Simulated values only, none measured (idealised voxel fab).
The name of this process module is voxel capacitor over wiring.
The width of the displayed cross-section, cut, is 190 nm; its cells are square, with a size of 5 nm.
Think of the cross-section as a grid of square cells. We describe it in bands, top to bottom, and each band covers one or more rows of those cells.
The entry gives the band's vertical extent as a top height and a bottom height in nm, then its horizontal make-up as materials from left to right, each with a width in nm. "empty" stands for empty space; a single material marked "all across" fills the band edge to edge.
Height reference: 0 = level under which incoming wafer is all one material. Lowest band: no bottom, runs on downward, e.g. "z 0 and below".
Quick explanation for "30 to 40": the width changes in equal steps down the rows of cells, from the first number in the band's top row to the second number in its bottom row.
"nothing altered" -> step changed no cross-section cell.
Under "Closed void list" you'll find the enclosed gaps, the ones with no way out to the top, that are 8 cells or bigger; each reads width x height at distance, with distance counted from the left edge, everything in nm.
What comes after the settings on a step's line is commentary from the simulator itself on that step.
You can add "overlay nm" to a step's line. For a step with a mask, it describes how far the mask lay to the right of its planned position, and a negative number describes a lay to the left.

## Planned step list for the process
step 1: RECEIVE [material Si]
step 2: CONFORMAL_DEP [material SiO2] [thk nm 15]
step 3: DIRECTIONAL_DEP [material TiN] [thk nm 5]
step 4: DIRECTIONAL_DEP [material Ru] [thk nm 15]
step 5: PATTERN [tone cover] [mask id METAL_1] [material resist] [width nm 30] [pitch nm 95] [thk nm 20] [overlay nm 0]
step 6: DIRECTIONAL_ETCH [etch materials Ru] [depth nm 15]
step 7: DIRECTIONAL_ETCH [etch materials TiN] [depth nm 5]
step 8: STRIP [etch materials resist]
step 9: FILL_DEP [material lowk] [thk nm 5]
step 10: CMP [height nm 35]
step 11: CONFORMAL_DEP [material SiCN] [thk nm 5]
step 12: DIRECTIONAL_DEP [material SiO2] [thk nm 20]
step 13: DIRECTIONAL_DEP [material aC] [thk nm 10]
step 14: PATTERN [tone open] [mask id PLUG_1] [material resist] [width nm 15] [thk nm 25] [overlay nm 0]
step 15: DIRECTIONAL_ETCH [etch materials aC] [depth nm 10]
step 16: STRIP [etch materials resist]
step 17: DIRECTIONAL_ETCH [etch materials SiO2] [depth nm 20]
step 18: DIRECTIONAL_ETCH [etch materials SiCN] [depth nm 5]
step 19: STRIP [etch materials aC]
step 20: EPI [material Ru] [thk nm 10]
step 21: EPI [material Ru] [thk nm 10]
step 22: EPI [material Ru] [thk nm 5]
step 23: DIRECTIONAL_DEP [material TiN] [thk nm 5]
step 24: DIRECTIONAL_DEP [material Al2O3] [thk nm 5]
step 25: DIRECTIONAL_DEP [material TiN] [thk nm 10]
step 26: DIRECTIONAL_DEP [material aC] [thk nm 10]
step 27: PATTERN [tone cover] [mask id UPPER_PLATE] [material resist] [width nm 70] [thk nm 25] [overlay nm 0]
step 28: DIRECTIONAL_ETCH [etch materials aC] [depth nm 10]
step 29: STRIP [etch materials resist]
step 30: DIRECTIONAL_ETCH [etch materials TiN] [depth nm 10]
step 31: DIRECTIONAL_ETCH [etch materials Al2O3] [depth nm 5]
step 32: STRIP [etch materials aC]
step 33: DIRECTIONAL_DEP [material aC] [thk nm 15]
step 34: PATTERN [tone cover] [mask id LOWER_PLATE] [material resist] [width nm 80] [thk nm 35] [overlay nm 0]
step 35: DIRECTIONAL_ETCH [etch materials aC] [depth nm 15]
step 36: STRIP [etch materials resist]
step 37: DIRECTIONAL_ETCH [etch materials TiN] [depth nm 5]
step 38: STRIP [etch materials aC]
step 39: FILL_DEP [material SiO2] [thk nm 15]
step 40: CMP [height nm 90]
step 41: MASKED_ETCH [tone open] [mask id PLUG_2] [width nm 15] [etch materials SiO2] [depth nm 10] [overlay nm 0]
step 42: CONFORMAL_DEP [material TiN] [thk nm 5]
step 43: FILL_DEP [material W] [thk nm 10]
step 44: CMP [height nm 90]
step 45: CONFORMAL_DEP [material SiCN] [thk nm 5]

## Delivered wafer in cross-section: state after step 1
z 0 and below = Si all across
Closed void list: none

## Post-module cross-section: identical start and plan to those above, one misstep in execution
z 95 to 90 = SiCN all across
z 90 to 85 = 55 nm SiO2, 5 nm TiN, 5 nm W, 5 nm TiN, 120 nm SiO2
z 85 to 80 = 55 nm SiO2, 15 nm TiN, 120 nm SiO2
z 80 to 70 = 45 nm SiO2, 70 nm TiN, 75 nm SiO2
z 70 to 65 = 45 nm SiO2, 70 nm Al2O3, 75 nm SiO2
z 65 to 60 = 40 nm SiO2, 80 nm TiN, 70 nm SiO2
z 60 to 40 = 45 nm SiO2, 15 nm Ru, 130 nm SiO2
z 40 to 35 = 45 nm SiCN, 15 nm Ru, 130 nm SiCN
z 35 to 20 = 30 nm lowk, 30 nm Ru, 65 nm lowk, 30 nm Ru, 35 nm lowk
z 20 to 15 = 30 nm lowk, 30 nm TiN, 65 nm lowk, 30 nm TiN, 35 nm lowk
z 15 to 0 = aC all across
z 0 and below = Si all across
Closed void list: none
What was done differently from what was planned? step 2: run off-plan, actual operation and settings CONFORMAL_DEP [material aC] [thk nm 15]
